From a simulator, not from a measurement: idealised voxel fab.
voxel ribs on slabs: a process module
Displayed cross-section: cut, width of 185 nm, square cells sized 5 nm.
Cross-section layout: square cells on a grid; listed as bands, top to bottom; a band spans one or more cell rows.
Per band: top height and bottom height in nm, followed by the left-to-right materials and their widths in nm; "full width" marks a single material spanning edge to edge, "air" marks empty space.
Heights are measured from 0, the level below which the as-received wafer is all one material; the lowest band has no bottom and continues downward, written as in "from 0 down".
Graded width ("30 to 40"): value in top row of band = first number; value in bottom row = second number; row-to-row change constant.
What does "no change occurred" mean for a step? It means no cell of the cross-section changed in that step.
The entry "Unvented internal voids" lists the empty spaces that cover at least 8 cells and have no open path to the top. Each is written as width x height at distance, where the distance is measured from the left edge and all three values are in nm.
What comes after the settings on a step's line is commentary from the simulator itself on that step.
A step's line can hold "overlay nm"; with a mask on that step, the setting says how far right of the planned place the mask lay, while a negative setting says it lay to the left.

Intended process steps:
step 1: op RECEIVE | material Si
step 2: op DIRECTIONAL_DEP | material SiO2 | thk nm 30
step 3: op DIRECTIONAL_DEP | material SiN | thk nm 20
step 4: op MASKED_ETCH | tone cover | mask id RIB | width nm 15 | etch materials SiN | depth nm 15 | overlay nm 0
step 5: op MASKED_ETCH | tone cover | mask id SLAB | width nm 65 | etch materials SiN | depth nm 5 | overlay nm 0
step 6: op FILL_DEP | material SiO2 | thk nm 20
step 7: op CMP | height nm 60
step 8: op DIRECTIONAL_DEP | material TiN | thk nm 10
step 9: op MASKED_ETCH | tone cover | mask id HEATER | width nm 25 | etch materials TiN | depth nm 10 | overlay nm 0
step 10: op CONFORMAL_DEP | material SiN | thk nm 5

Wafer as received: cross-section following step 1:
> from 0 down = Si full width
> Unvented internal voids: none

Module complete, cross-section. Starting point and plan per above. One mistake made in running the module:
> from 75 to 70 = SiN full width
> from 70 to 50 = SiO2 full width
> from 50 to 35 = SiO2: 85, then SiN: 15, then SiO2: 85
> from 35 to 30 = SiO2: 60, then SiN: 65, then SiO2: 60
> from 30 to 0 = SiO2 full width
> from 0 down = Si full width
> Unvented internal voids: none
Deviation from plan: step 8: run off-plan, actual operation and settings op DIRECTIONAL_DEP | material SiO2 | thk nm 10
